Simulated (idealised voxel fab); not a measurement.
The following process module bears the name voxel fin reveal.
The cross-section shown here is cut; it is 290 nm wide and divided into square cells measuring 5 nm on a side.
Cross-section spec: square-cell grid; bands listed top down; each band is one or more rows. Basically the band line says how high the top is and how high the bottom is, in nm, and then what's in it from left to right, every material with its width in nm. Empty space shows up as "air", and if a single material carries "edge to edge" it runs the full band edge to edge. Basically, 0 is our baseline, since under it the wafer straight out of the box is all one material. The bottom band has no lower end and keeps on going down, so it looks like "0 -> down". A width given as "30->40" starts at the first number in the band's top row and ends at the second number in its bottom row, shifting by an equal amount at every step from row to row. Given "nothing got changed" for a step, no cell of the cross-section differs between before and after that step. This entry, "Enclosed cavities", enumerates those empty regions of no fewer than 8 cells that possess no open connection to the top. Each region is reported in the form width x height at distance, the distance being taken from the left edge, with all three quantities expressed in nm. Text after the settings on a step's line: the simulator's own remark on that step. overlay nm, on a step with a mask: how far to the right of its planned place the mask lay; to the left if negative. If you're wondering how to read the rest of this, here's the deal. It's pairs of cross-sections: one from before a process step, one from after it. The after one is only drawn as far down as the lowest band that changed. Right under each pair you'll see which step sits between them and what its settings were. Don't read the pairs as one continuous story, though. They can come from different runs of this module on the same starting wafer, and a pair only carries on from the one above it where its entry headed "Structure before processing" says so.
**Structure before processing**
  0 -> down  Si edge to edge
  Enclosed cavities: none
**Section, Post-Step**
  5 -> 0  SiN edge to edge
  Unchanged below 0.
  Enclosed cavities: none
What step was run between the cross-section before it and the cross-section after it, both above? CONFORMAL_DEP,material SiN,thk nm 5
Structure before processing: identical to the post-step cross-section of the immediately preceding pair.
**Section, Post-Step**
  20 -> 5  aC edge to edge
  Unchanged below 5.
  Enclosed cavities: none
What step was run between the cross-section before it and the cross-section after it, both above? DIRECTIONAL_DEP,material aC,thk nm 15
Structure before processing: identical to the post-step cross-section of the immediately preceding pair.
**Section, Post-Step**
  50 -> 20  air 85 nm / resist 15 nm / air 20 nm / resist 15 nm / air 20 nm / resist 15 nm / air 20 nm / resist 15 nm / air 85 nm
  Unchanged below 20.
  Enclosed cavities: none
What step was run between the cross-section before it and the cross-section after it, both above? PATTERN,tone cover,mask id FINS,material resist,width nm 15,pitch nm 35,thk nm 30,overlay nm 0
Structure before processing: identical to the post-step cross-section of the immediately preceding pair.
**Section, Post-Step**
  35 -> 20  air 85 nm / resist 15 nm / air 20 nm / resist 15 nm / air 20 nm / resist 15 nm / air 20 nm / resist 15 nm / air 85 nm
  20 -> 5  air 85 nm / aC 15 nm / air 20 nm / aC 15 nm / air 20 nm / aC 15 nm / air 20 nm / aC 15 nm / air 85 nm
  Unchanged below 5.
  Enclosed cavities: none
What step was run between the cross-section before it and the cross-section after it, both above? DIRECTIONAL_ETCH,etch materials aC,depth nm 15
Structure before processing: identical to the post-step cross-section of the immediately preceding pair.
**Section, Post-Step**
  20 -> 5  air 85 nm / aC 15 nm / air 20 nm / aC 15 nm / air 20 nm / aC 15 nm / air 20 nm / aC 15 nm / air 85 nm
  Unchanged below 5.
  Enclosed cavities: none
What step was run between the cross-section before it and the cross-section after it, both above? STRIP,etch materials resist
Structure before processing: identical to the post-step cross-section of the immediately preceding pair.
**Section, Post-Step**
  20 -> 5  air 85 nm / aC 15 nm / air 20 nm / aC 15 nm / air 20 nm / aC 15 nm / air 20 nm / aC 15 nm / air 85 nm
  5 -> 0  air 85 nm / SiN 15 nm / air 20 nm / SiN 15 nm / air 20 nm / SiN 15 nm / air 20 nm / SiN 15 nm / air 85 nm
  Unchanged below 0.
  Enclosed cavities: none
What step was run between the cross-section before it and the cross-section after it, both above? DIRECTIONAL_ETCH,etch materials SiN,depth nm 5
Structure before processing: identical to the post-step cross-section of the immediately preceding pair.
**Section, Post-Step**
  20 -> 5  air 85 nm / aC 15 nm / air 20 nm / aC 15 nm / air 20 nm / aC 15 nm / air 20 nm / aC 15 nm / air 85 nm
  5 -> 0  air 85 nm / SiN 15 nm / air 20 nm / SiN 15 nm / air 20 nm / SiN 15 nm / air 20 nm / SiN 15 nm / air 85 nm
  0 -> -35  air 85 nm / Si 15 nm / air 20 nm / Si 15 nm / air 20 nm / Si 15 nm / air 20 nm / Si 15 nm / air 85 nm
  Unchanged below -35.
  Enclosed cavities: none
What step was run between the cross-section before it and the cross-section after it, both above? DIRECTIONAL_ETCH,etch materials Si,depth nm 35
Structure before processing: identical to the post-step cross-section of the immediately preceding pair.
**Section, Post-Step**
  5 -> 0  air 85 nm / SiN 15 nm / air 20 nm / SiN 15 nm / air 20 nm / SiN 15 nm / air 20 nm / SiN 15 nm / air 85 nm
  Unchanged below 0.
  Enclosed cavities: none
What step was run between the cross-section before it and the cross-section after it, both above? STRIP,etch materials aC
Structure before processing: identical to the post-step cross-section of the immediately preceding pair.
**Section, Post-Step**
  5 -> 0  air 85 nm / SiN 15 nm / air 20 nm / SiN 15 nm / air 20 nm / SiN 15 nm / air 20 nm / SiN 15 nm / air 85 nm
  0 -> -35  air 85 nm / SiO2 5 nm / Si 5 nm / SiO2 5 nm / air 20 nm / SiO2 5 nm / Si 5 nm / SiO2 5 nm / air 20 nm / SiO2 5 nm / Si 5 nm / SiO2 5 nm / air 20 nm / SiO2 5 nm / Si 5 nm / SiO2 5 nm / air 85 nm
  -35 -> -40  SiO2 90 nm / Si 5 nm / SiO2 30 nm / Si 5 nm / SiO2 30 nm / Si 5 nm / SiO2 30 nm / Si 5 nm / SiO2 90 nm
  Unchanged below -40.
  Enclosed cavities: none
What step was run between the cross-section before it and the cross-section after it, both above? OXIDIZE,depth nm 5
Structure before processing: identical to the post-step cross-section of the immediately preceding pair.
**Section, Post-Step**
  20 -> 5  SiO2 edge to edge
  5 -> 0  SiO2 85 nm / SiN 15 nm / SiO2 20 nm / SiN 15 nm / SiO2 20 nm / SiN 15 nm / SiO2 20 nm / SiN 15 nm / SiO2 85 nm
  0 -> -40  SiO2 90 nm / Si 5 nm / SiO2 30 nm / Si 5 nm / SiO2 30 nm / Si 5 nm / SiO2 30 nm / Si 5 nm / SiO2 90 nm
  Unchanged below -40.
  Enclosed cavities: none
What step was run between the cross-section before it and the cross-section after it, both above? FILL_DEP,material SiO2,thk nm 15
Structure before processing: identical to the post-step cross-section of the immediately preceding pair.
**Section, Post-Step**
  5 -> 0  SiO2 85 nm / SiN 15 nm / SiO2 20 nm / SiN 15 nm / SiO2 20 nm / SiN 15 nm / SiO2 20 nm / SiN 15 nm / SiO2 85 nm
  Unchanged below 0.
  Enclosed cavities: none
What step was run between the cross-section before it and the cross-section after it, both above? CMP,height nm 5
Structure before processing: identical to the post-step cross-section of the immediately preceding pair.
**Section, Post-Step**
  5 -> 0  air 85 nm / SiN 15 nm / air 20 nm / SiN 15 nm / air 20 nm / SiN 15 nm / air 20 nm / SiN 15 nm / air 85 nm
  0 -> -20  air 90 nm / Si 5 nm / air 30 nm / Si 5 nm / air 30 nm / Si 5 nm / air 30 nm / Si 5 nm / air 90 nm
  Unchanged below -20.
  Enclosed cavities: none
What step was run between the cross-section before it and the cross-section after it, both above? SELECTIVE_ETCH,etch materials SiO2,depth nm 25
Structure before processing: identical to the post-step cross-section of the immediately preceding pair.
**Section, Post-Step**
  0 -> -20  air 90 nm / Si 5 nm / air 30 nm / Si 5 nm / air 30 nm / Si 5 nm / air 30 nm / Si 5 nm / air 90 nm
  Unchanged below -20.
  Enclosed cavities: none
What step was run between the cross-section before it and the cross-section after it, both above? STRIP,etch materials SiN
Structure before processing: identical to the post-step cross-section of the immediately preceding pair.
**Section, Post-Step**
  5 -> 0  air 85 nm / SiO2 15 nm / air 20 nm / SiO2 15 nm / air 20 nm / SiO2 15 nm / air 20 nm / SiO2 15 nm / air 85 nm
  0 -> -15  air 85 nm / SiO2 5 nm / Si 5 nm / SiO2 5 nm / air 20 nm / SiO2 5 nm / Si 5 nm / SiO2 5 nm / air 20 nm / SiO2 5 nm / Si 5 nm / SiO2 5 nm / air 20 nm / SiO2 5 nm / Si 5 nm / SiO2 5 nm / air 85 nm
  -15 -> -40  SiO2 90 nm / Si 5 nm / SiO2 30 nm / Si 5 nm / SiO2 30 nm / Si 5 nm / SiO2 30 nm / Si 5 nm / SiO2 90 nm
  Unchanged below -40.
  Enclosed cavities: none
What step was run between the cross-section before it and the cross-section after it, both above? CONFORMAL_DEP,material SiO2,thk nm 5
**Structure before processing**
  20 -> 5  SiO2 edge to edge
  5 -> 0  SiO2 85 nm / SiN 15 nm / SiO2 20 nm / SiN 15 nm / SiO2 20 nm / SiN 15 nm / SiO2 20 nm / SiN 15 nm / SiO2 85 nm
  0 -> -40  SiO2 90 nm / Si 5 nm / SiO2 30 nm / Si 5 nm / SiO2 30 nm / Si 5 nm / SiO2 30 nm / Si 5 nm / SiO2 90 nm
  -40 -> down  Si edge to edge
  Enclosed cavities: none
**Section, Post-Step**
  5 -> 0  air 85 nm / SiN 15 nm / air 20 nm / SiN 15 nm / air 20 nm / SiN 15 nm / air 20 nm / SiN 15 nm / air 85 nm
  0 -> -5  air 90 nm / Si 5 nm / air 30 nm / Si 5 nm / air 30 nm / Si 5 nm / air 30 nm / Si 5 nm / air 90 nm
  Unchanged below -5.
  Enclosed cavities: none
What step was run between the cross-section before it and the cross-section after it, both above? SELECTIVE_ETCH,etch materials SiO2,depth nm 25
Structure before processing: identical to the post-step cross-section of the immediately preceding pair.
**Section, Post-Step**
  0 -> -5  air 90 nm / Si 5 nm / air 30 nm / Si 5 nm / air 30 nm / Si 5 nm / air 30 nm / Si 5 nm / air 90 nm
  Unchanged below -5.
  Enclosed cavities: none
What step was run between the cross-section before it and the cross-section after it, both above? STRIP,etch materials SiN
Structure before processing: identical to the post-step cross-section of the immediately preceding pair.
**Section, Post-Step**
  5 -> 0  air 85 nm / SiO2 15 nm / air 20 nm / SiO2 15 nm / air 20 nm / SiO2 15 nm / air 20 nm / SiO2 15 nm / air 85 nm
  0 -> -40  SiO2 90 nm / Si 5 nm / SiO2 30 nm / Si 5 nm / SiO2 30 nm / Si 5 nm / SiO2 30 nm / Si 5 nm / SiO2 90 nm
  Unchanged below -40.
  Enclosed cavities: none
What step was run between the cross-section before it and the cross-section after it, both above? CONFORMAL_DEP,material SiO2,thk nm 5
**Structure before processing**
  5 -> 0  air 85 nm / SiN 15 nm / air 20 nm / SiN 15 nm / air 20 nm / SiN 15 nm / air 20 nm / SiN 15 nm / air 85 nm
  0 -> -20  air 90 nm / Si 5 nm / air 30 nm / Si 5 nm / air 30 nm / Si 5 nm / air 30 nm / Si 5 nm / air 90 nm
  -20 -> -40  SiO2 90 nm / Si 5 nm / SiO2 30 nm / Si 5 nm / SiO2 30 nm / Si 5 nm / SiO2 30 nm / Si 5 nm / SiO2 90 nm
  -40 -> down  Si edge to edge
  Enclosed cavities: none
**Section, Post-Step**
  5 -> 0  air 85 nm / SiN 15 nm / air 20 nm / SiN 15 nm / air 20 nm / SiN 15 nm / air 20 nm / SiN 15 nm / air 85 nm
  0 -> -40  air 90 nm / Si 5 nm / air 30 nm / Si 5 nm / air 30 nm / Si 5 nm / air 30 nm / Si 5 nm / air 90 nm
  Unchanged below -40.
  Enclosed cavities: none
What step was run between the cross-section before it and the cross-section after it, both above? SELECTIVE_ETCH,etch materials SiO2,depth nm 25
Structure before processing: identical to the post-step cross-section of the immediately preceding pair.
**Section, Post-Step**
  0 -> -40  air 90 nm / Si 5 nm / air 30 nm / Si 5 nm / air 30 nm / Si 5 nm / air 30 nm / Si 5 nm / air 90 nm
  Unchanged below -40.
  Enclosed cavities: none
What step was run between the cross-section before it and the cross-section after it, both above? STRIP,etch materials SiN
Structure before processing: identical to the post-step cross-section of the immediately preceding pair.
**Section, Post-Step**
  5 -> 0  air 85 nm / SiO2 15 nm / air 20 nm / SiO2 15 nm / air 20 nm / SiO2 15 nm / air 20 nm / SiO2 15 nm / air 85 nm
  0 -> -35  air 85 nm / SiO2 5 nm / Si 5 nm / SiO2 5 nm / air 20 nm / SiO2 5 nm / Si 5 nm / SiO2 5 nm / air 20 nm / SiO2 5 nm / Si 5 nm / SiO2 5 nm / air 20 nm / SiO2 5 nm / Si 5 nm / SiO2 5 nm / air 85 nm
  -35 -> -40  SiO2 90 nm / Si 5 nm / SiO2 30 nm / Si 5 nm / SiO2 30 nm / Si 5 nm / SiO2 30 nm / Si 5 nm / SiO2 90 nm
  Unchanged below -40.
  Enclosed cavities: none
What step was run between the cross-section before it and the cross-section after it, both above? CONFORMAL_DEP,material SiO2,thk nm 5
**Structure before processing**
  5 -> 0  SiO2 85 nm / SiN 15 nm / SiO2 20 nm / SiN 15 nm / SiO2 20 nm / SiN 15 nm / SiO2 20 nm / SiN 15 nm / SiO2 85 nm
  0 -> -40  SiO2 90 nm / Si 5 nm / SiO2 30 nm / Si 5 nm / SiO2 30 nm / Si 5 nm / SiO2 30 nm / Si 5 nm / SiO2 90 nm
  -40 -> down  Si edge to edge
  Enclosed cavities: none
**Section, Post-Step**
  5 -> 0  SiO2 85 nm / air 15 nm / SiO2 20 nm / air 15 nm / SiO2 20 nm / air 15 nm / SiO2 20 nm / air 15 nm / SiO2 85 nm
  Unchanged below 0.
  Enclosed cavities: none
What step was run between the cross-section before it and the cross-section after it, both above? STRIP,etch materials SiN
Structure before processing: identical to the post-step cross-section of the immediately preceding pair.
**Section, Post-Step**
  0 -> -20  air 90 nm / Si 5 nm / air 30 nm / Si 5 nm / air 30 nm / Si 5 nm / air 30 nm / Si 5 nm / air 90 nm
  -20 -> -25  SiO2 60 nm / air 30 nm / Si 5 nm / air 30 nm / Si 5 nm / air 30 nm / Si 5 nm / air 30 nm / Si 5 nm / air 30 nm / SiO2 60 nm
  Unchanged below -25.
  Enclosed cavities: none
What step was run between the cross-section before it and the cross-section after it, both above? SELECTIVE_ETCH,etch materials SiO2,depth nm 25
Structure before processing: identical to the post-step cross-section of the immediately preceding pair.
**Section, Post-Step**
  5 -> 0  air 85 nm / SiO2 15 nm / air 20 nm / SiO2 15 nm / air 20 nm / SiO2 15 nm / air 20 nm / SiO2 15 nm / air 85 nm
  0 -> -15  air 85 nm / SiO2 5 nm / Si 5 nm / SiO2 5 nm / air 20 nm / SiO2 5 nm / Si 5 nm / SiO2 5 nm / air 20 nm / SiO2 5 nm / Si 5 nm / SiO2 5 nm / air 20 nm / SiO2 5 nm / Si 5 nm / SiO2 5 nm / air 85 nm
  -15 -> -20  SiO2 65 nm / air 20 nm / SiO2 5 nm / Si 5 nm / SiO2 5 nm / air 20 nm / SiO2 5 nm / Si 5 nm / SiO2 5 nm / air 20 nm / SiO2 5 nm / Si 5 nm / SiO2 5 nm / air 20 nm / SiO2 5 nm / Si 5 nm / SiO2 5 nm / air 20 nm / SiO2 65 nm
  -20 -> -40  SiO2 90 nm / Si 5 nm / SiO2 30 nm / Si 5 nm / SiO2 30 nm / Si 5 nm / SiO2 30 nm / Si 5 nm / SiO2 90 nm
  Unchanged below -40.
  Enclosed cavities: none
What step was run between the cross-section before it and the cross-section after it, both above? CONFORMAL_DEP,material SiO2,thk nm 5
**Structure before processing**
  20 -> 5  air 85 nm / aC 15 nm / air 20 nm / aC 15 nm / air 20 nm / aC 15 nm / air 20 nm / aC 15 nm / air 85 nm
  5 -> 0  air 85 nm / SiN 15 nm / air 20 nm / SiN 15 nm / air 20 nm / SiN 15 nm / air 20 nm / SiN 15 nm / air 85 nm
  0 -> down  Si edge to edge
  Enclosed cavities: none
**Section, Post-Step**
  20 -> 5  air 85 nm / aC 15 nm / air 20 nm / aC 15 nm / air 20 nm / aC 15 nm / air 20 nm / aC 15 nm / air 85 nm
  5 -> 0  air 85 nm / SiN 15 nm / air 20 nm / SiN 15 nm / air 20 nm / SiN 15 nm / air 20 nm / SiN 15 nm / air 85 nm
  0 -> -40  air 85 nm / Si 15 nm / air 20 nm / Si 15 nm / air 20 nm / Si 15 nm / air 20 nm / Si 15 nm / air 85 nm
  Unchanged below -40.
  Enclosed cavities: none
What step was run between the cross-section before it and the cross-section after it, both above? DIRECTIONAL_ETCH,etch materials Si,depth nm 40
Structure before processing: identical to the post-step cross-section of the immediately preceding pair.
**Section, Post-Step**
  5 -> 0  air 85 nm / SiN 15 nm / air 20 nm / SiN 15 nm / air 20 nm / SiN 15 nm / air 20 nm / SiN 15 nm / air 85 nm
  Unchanged below 0.
  Enclosed cavities: none
What step was run between the cross-section before it and the cross-section after it, both above? STRIP,etch materials aC
Structure before processing: identical to the post-step cross-section of the immediately preceding pair.
**Section, Post-Step**
  5 -> 0  air 85 nm / SiN 15 nm / air 20 nm / SiN 15 nm / air 20 nm / SiN 15 nm / air 20 nm / SiN 15 nm / air 85 nm
  0 -> -40  air 85 nm / SiO2 5 nm / Si 5 nm / SiO2 5 nm / air 20 nm / SiO2 5 nm / Si 5 nm / SiO2 5 nm / air 20 nm / SiO2 5 nm / Si 5 nm / SiO2 5 nm / air 20 nm / SiO2 5 nm / Si 5 nm / SiO2 5 nm / air 85 nm
  -40 -> -45  SiO2 90 nm / Si 5 nm / SiO2 30 nm / Si 5 nm / SiO2 30 nm / Si 5 nm / SiO2 30 nm / Si 5 nm / SiO2 90 nm
  Unchanged below -45.
  Enclosed cavities: none
What step was run between the cross-section before it and the cross-section after it, both above? OXIDIZE,depth nm 5
Structure before processing: identical to the post-step cross-section of the immediately preceding pair.
**Section, Post-Step**
  20 -> 5  SiO2 edge to edge
  5 -> 0  SiO2 85 nm / SiN 15 nm / SiO2 20 nm / SiN 15 nm / SiO2 20 nm / SiN 15 nm / SiO2 20 nm / SiN 15 nm / SiO2 85 nm
  0 -> -45  SiO2 90 nm / Si 5 nm / SiO2 30 nm / Si 5 nm / SiO2 30 nm / Si 5 nm / SiO2 30 nm / Si 5 nm / SiO2 90 nm
  Unchanged below -45.
  Enclosed cavities: none
What step was run between the cross-section before it and the cross-section after it, both above? FILL_DEP,material SiO2,thk nm 15
Structure before processing: identical to the post-step cross-section of the immediately preceding pair.
**Section, Post-Step**
  5 -> 0  SiO2 85 nm / SiN 15 nm / SiO2 20 nm / SiN 15 nm / SiO2 20 nm / SiN 15 nm / SiO2 20 nm / SiN 15 nm / SiO2 85 nm
  Unchanged below 0.
  Enclosed cavities: none
What step was run between the cross-section before it and the cross-section after it, both above? CMP,height nm 5
Structure before processing: identical to the post-step cross-section of the immediately preceding pair.
**Section, Post-Step**
  5 -> 0  air 85 nm / SiN 15 nm / air 20 nm / SiN 15 nm / air 20 nm / SiN 15 nm / air 20 nm / SiN 15 nm / air 85 nm
  0 -> -20  air 90 nm / Si 5 nm / air 30 nm / Si 5 nm / air 30 nm / Si 5 nm / air 30 nm / Si 5 nm / air 90 nm
  Unchanged below -20.
  Enclosed cavities: none
What step was run between the cross-section before it and the cross-section after it, both above? SELECTIVE_ETCH,etch materials SiO2,depth nm 25
Structure before processing: identical to the post-step cross-section of the immediately preceding pair.
**Section, Post-Step**
  0 -> -20  air 90 nm / Si 5 nm / air 30 nm / Si 5 nm / air 30 nm / Si 5 nm / air 30 nm / Si 5 nm / air 90 nm
  Unchanged below -20.
  Enclosed cavities: none
What step was run between the cross-section before it and the cross-section after it, both above? STRIP,etch materials SiN
Structure before processing: identical to the post-step cross-section of the immediately preceding pair.
**Section, Post-Step**
  5 -> 0  air 85 nm / SiO2 15 nm / air 20 nm / SiO2 15 nm / air 20 nm / SiO2 15 nm / air 20 nm / SiO2 15 nm / air 85 nm
  0 -> -15  air 85 nm / SiO2 5 nm / Si 5 nm / SiO2 5 nm / air 20 nm / SiO2 5 nm / Si 5 nm / SiO2 5 nm / air 20 nm / SiO2 5 nm / Si 5 nm / SiO2 5 nm / air 20 nm / SiO2 5 nm / Si 5 nm / SiO2 5 nm / air 85 nm
  -15 -> -45  SiO2 90 nm / Si 5 nm / SiO2 30 nm / Si 5 nm / SiO2 30 nm / Si 5 nm / SiO2 30 nm / Si 5 nm / SiO2 90 nm
  Unchanged below -45.
  Enclosed cavities: none
What step was run between the cross-section before it and the cross-section after it, both above? CONFORMAL_DEP,material SiO2,thk nm 5
**Structure before processing**
  20 -> 5  aC edge to edge
  5 -> 0  SiN edge to edge
  0 -> down  Si edge to edge
  Enclosed cavities: none
**Section, Post-Step**
  50 -> 20  air 85 nm / resist 20 nm / air 15 nm / resist 20 nm / air 15 nm / resist 20 nm / air 15 nm / resist 20 nm / air 80 nm
  Unchanged below 20.
  Enclosed cavities: none
What step was run between the cross-section before it and the cross-section after it, both above? PATTERN,tone cover,mask id FINS,material resist,width nm 20,pitch nm 35,thk nm 30,overlay nm 0
Structure before processing: identical to the post-step cross-section of the immediately preceding pair.
**Section, Post-Step**
  35 -> 20  air 85 nm / resist 20 nm / air 15 nm / resist 20 nm / air 15 nm / resist 20 nm / air 15 nm / resist 20 nm / air 80 nm
  20 -> 5  air 85 nm / aC 20 nm / air 15 nm / aC 20 nm / air 15 nm / aC 20 nm / air 15 nm / aC 20 nm / air 80 nm
  Unchanged below 5.
  Enclosed cavities: none
What step was run between the cross-section before it and the cross-section after it, both above? DIRECTIONAL_ETCH,etch materials aC,depth nm 15
Structure before processing: identical to the post-step cross-section of the immediately preceding pair.
**Section, Post-Step**
  20 -> 5  air 85 nm / aC 20 nm / air 15 nm / aC 20 nm / air 15 nm / aC 20 nm / air 15 nm / aC 20 nm / air 80 nm
  Unchanged below 5.
  Enclosed cavities: none
What step was run between the cross-section before it and the cross-section after it, both above? STRIP,etch materials resist
Structure before processing: identical to the post-step cross-section of the immediately preceding pair.
**Section, Post-Step**
  20 -> 5  air 85 nm / aC 20 nm / air 15 nm / aC 20 nm / air 15 nm / aC 20 nm / air 15 nm / aC 20 nm / air 80 nm
  5 -> 0  air 85 nm / SiN 20 nm / air 15 nm / SiN 20 nm / air 15 nm / SiN 20 nm / air 15 nm / SiN 20 nm / air 80 nm
  Unchanged below 0.
  Enclosed cavities: none
What step was run between the cross-section before it and the cross-section after it, both above? DIRECTIONAL_ETCH,etch materials SiN,depth nm 5
Structure before processing: identical to the post-step cross-section of the immediately preceding pair.
**Section, Post-Step**
  20 -> 5  air 85 nm / aC 20 nm / air 15 nm / aC 20 nm / air 15 nm / aC 20 nm / air 15 nm / aC 20 nm / air 80 nm
  5 -> 0  air 85 nm / SiN 20 nm / air 15 nm / SiN 20 nm / air 15 nm / SiN 20 nm / air 15 nm / SiN 20 nm / air 80 nm
  0 -> -35  air 85 nm / Si 20 nm / air 15 nm / Si 20 nm / air 15 nm / Si 20 nm / air 15 nm / Si 20 nm / air 80 nm
  Unchanged below -35.
  Enclosed cavities: none
What step was run between the cross-section before it and the cross-section after it, both above? DIRECTIONAL_ETCH,etch materials Si,depth nm 35
Structure before processing: identical to the post-step cross-section of the immediately preceding pair.
**Section, Post-Step**
  5 -> 0  air 85 nm / SiN 20 nm / air 15 nm / SiN 20 nm / air 15 nm / SiN 20 nm / air 15 nm / SiN 20 nm / air 80 nm
  Unchanged below 0.
  Enclosed cavities: none
What step was run between the cross-section before it and the cross-section after it, both above? STRIP,etch materials aC
Structure before processing: identical to the post-step cross-section of the immediately preceding pair.
**Section, Post-Step**
  5 -> 0  air 85 nm / SiN 20 nm / air 15 nm / SiN 20 nm / air 15 nm / SiN 20 nm / air 15 nm / SiN 20 nm / air 80 nm
  0 -> -35  air 85 nm / SiO2 5 nm / Si 10 nm / SiO2 5 nm / air 15 nm / SiO2 5 nm / Si 10 nm / SiO2 5 nm / air 15 nm / SiO2 5 nm / Si 10 nm / SiO2 5 nm / air 15 nm / SiO2 5 nm / Si 10 nm / SiO2 5 nm / air 80 nm
  -35 -> -40  SiO2 90 nm / Si 10 nm / SiO2 25 nm / Si 10 nm / SiO2 25 nm / Si 10 nm / SiO2 25 nm / Si 10 nm / SiO2 85 nm
  Unchanged below -40.
  Enclosed cavities: none
What step was run between the cross-section before it and the cross-section after it, both above? OXIDIZE,depth nm 5
Structure before processing: identical to the post-step cross-section of the immediately preceding pair.
**Section, Post-Step**
  20 -> 5  SiO2 edge to edge
  5 -> 0  SiO2 85 nm / SiN 20 nm / SiO2 15 nm / SiN 20 nm / SiO2 15 nm / SiN 20 nm / SiO2 15 nm / SiN 20 nm / SiO2 80 nm
  0 -> -40  SiO2 90 nm / Si 10 nm / SiO2 25 nm / Si 10 nm / SiO2 25 nm / Si 10 nm / SiO2 25 nm / Si 10 nm / SiO2 85 nm
  Unchanged below -40.
  Enclosed cavities: none
What step was run between the cross-section before it and the cross-section after it, both above? FILL_DEP,material SiO2,thk nm 15
Structure before processing: identical to the post-step cross-section of the immediately preceding pair.
**Section, Post-Step**
  5 -> 0  SiO2 85 nm / SiN 20 nm / SiO2 15 nm / SiN 20 nm / SiO2 15 nm / SiN 20 nm / SiO2 15 nm / SiN 20 nm / SiO2 80 nm
  Unchanged below 0.
  Enclosed cavities: none
What step was run between the cross-section before it and the cross-section after it, both above? CMP,height nm 5
Structure before processing: identical to the post-step cross-section of the immediately preceding pair.
**Section, Post-Step**
  5 -> 0  air 85 nm / SiN 20 nm / air 15 nm / SiN 20 nm / air 15 nm / SiN 20 nm / air 15 nm / SiN 20 nm / air 80 nm
  0 -> -20  air 90 nm / Si 10 nm / air 25 nm / Si 10 nm / air 25 nm / Si 10 nm / air 25 nm / Si 10 nm / air 85 nm
  Unchanged below -20.
  Enclosed cavities: none
What step was run between the cross-section before it and the cross-section after it, both above? SELECTIVE_ETCH,etch materials SiO2,depth nm 25
Structure before processing: identical to the post-step cross-section of the immediately preceding pair.
**Section, Post-Step**
  0 -> -20  air 90 nm / Si 10 nm / air 25 nm / Si 10 nm / air 25 nm / Si 10 nm / air 25 nm / Si 10 nm / air 85 nm
  Unchanged below -20.
  Enclosed cavities: none
What step was run between the cross-section before it and the cross-section after it, both above? STRIP,etch materials SiN
Structure before processing: identical to the post-step cross-section of the immediately preceding pair.
**Section, Post-Step**
  5 -> 0  air 85 nm / SiO2 20 nm / air 15 nm / SiO2 20 nm / air 15 nm / SiO2 20 nm / air 15 nm / SiO2 20 nm / air 80 nm
  0 -> -15  air 85 nm / SiO2 5 nm / Si 10 nm / SiO2 5 nm / air 15 nm / SiO2 5 nm / Si 10 nm / SiO2 5 nm / air 15 nm / SiO2 5 nm / Si 10 nm / SiO2 5 nm / air 15 nm / SiO2 5 nm / Si 10 nm / SiO2 5 nm / air 80 nm
  -15 -> -40  SiO2 90 nm / Si 10 nm / SiO2 25 nm / Si 10 nm / SiO2 25 nm / Si 10 nm / SiO2 25 nm / Si 10 nm / SiO2 85 nm
  Unchanged below -40.
  Enclosed cavities: none
What step was run between the cross-section before it and the cross-section after it, both above? CONFORMAL_DEP,material SiO2,thk nm 5
**Structure before processing**
  20 -> 5  aC edge to edge
  5 -> 0  SiN edge to edge
  0 -> down  Si edge to edge
  Enclosed cavities: none
**Section, Post-Step**
  50 -> 20  air 80 nm / resist 15 nm / air 20 nm / resist 15 nm / air 20 nm / resist 15 nm / air 20 nm / resist 15 nm / air 90 nm
  Unchanged below 20.
  Enclosed cavities: none
What step was run between the cross-section before it and the cross-section after it, both above? PATTERN,tone cover,mask id FINS,material resist,width nm 15,pitch nm 35,thk nm 30,overlay nm -5
Structure before processing: identical to the post-step cross-section of the immediately preceding pair.
**Section, Post-Step**
  35 -> 20  air 80 nm / resist 15 nm / air 20 nm / resist 15 nm / air 20 nm / resist 15 nm / air 20 nm / resist 15 nm / air 90 nm
  20 -> 5  air 80 nm / aC 15 nm / air 20 nm / aC 15 nm / air 20 nm / aC 15 nm / air 20 nm / aC 15 nm / air 90 nm
  Unchanged below 5.
  Enclosed cavities: none
What step was run between the cross-section before it and the cross-section after it, both above? DIRECTIONAL_ETCH,etch materials aC,depth nm 15
Structure before processing: identical to the post-step cross-section of the immediately preceding pair.
**Section, Post-Step**
  20 -> 5  air 80 nm / aC 15 nm / air 20 nm / aC 15 nm / air 20 nm / aC 15 nm / air 20 nm / aC 15 nm / air 90 nm
  Unchanged below 5.
  Enclosed cavities: none
What step was run between the cross-section before it and the cross-section after it, both above? STRIP,etch materials resist
Structure before processing: identical to the post-step cross-section of the immediately preceding pair.
**Section, Post-Step**
  20 -> 5  air 80 nm / aC 15 nm / air 20 nm / aC 15 nm / air 20 nm / aC 15 nm / air 20 nm / aC 15 nm / air 90 nm
  5 -> 0  air 80 nm / SiN 15 nm / air 20 nm / SiN 15 nm / air 20 nm / SiN 15 nm / air 20 nm / SiN 15 nm / air 90 nm
  Unchanged below 0.
  Enclosed cavities: none
What step was run between the cross-section before it and the cross-section after it, both above? DIRECTIONAL_ETCH,etch materials SiN,depth nm 5
Structure before processing: identical to the post-step cross-section of the immediately preceding pair.
**Section, Post-Step**
  20 -> 5  air 80 nm / aC 15 nm / air 20 nm / aC 15 nm / air 20 nm / aC 15 nm / air 20 nm / aC 15 nm / air 90 nm
  5 -> 0  air 80 nm / SiN 15 nm / air 20 nm / SiN 15 nm / air 20 nm / SiN 15 nm / air 20 nm / SiN 15 nm / air 90 nm
  0 -> -35  air 80 nm / Si 15 nm / air 20 nm / Si 15 nm / air 20 nm / Si 15 nm / air 20 nm / Si 15 nm / air 90 nm
  Unchanged below -35.
  Enclosed cavities: none
What step was run between the cross-section before it and the cross-section after it, both above? DIRECTIONAL_ETCH,etch materials Si,depth nm 35
Structure before processing: identical to the post-step cross-section of the immediately preceding pair.
**Section, Post-Step**
  5 -> 0  air 80 nm / SiN 15 nm / air 20 nm / SiN 15 nm / air 20 nm / SiN 15 nm / air 20 nm / SiN 15 nm / air 90 nm
  Unchanged below 0.
  Enclosed cavities: none
What step was run between the cross-section before it and the cross-section after it, both above? STRIP,etch materials aC
Structure before processing: identical to the post-step cross-section of the immediately preceding pair.
**Section, Post-Step**
  5 -> 0  air 80 nm / SiN 15 nm / air 20 nm / SiN 15 nm / air 20 nm / SiN 15 nm / air 20 nm / SiN 15 nm / air 90 nm
  0 -> -35  air 80 nm / SiO2 5 nm / Si 5 nm / SiO2 5 nm / air 20 nm / SiO2 5 nm / Si 5 nm / SiO2 5 nm / air 20 nm / SiO2 5 nm / Si 5 nm / SiO2 5 nm / air 20 nm / SiO2 5 nm / Si 5 nm / SiO2 5 nm / air 90 nm
  -35 -> -40  SiO2 85 nm / Si 5 nm / SiO2 30 nm / Si 5 nm / SiO2 30 nm / Si 5 nm / SiO2 30 nm / Si 5 nm / SiO2 95 nm
  Unchanged below -40.
  Enclosed cavities: none
What step was run between the cross-section before it and the cross-section after it, both above? OXIDIZE,depth nm 5
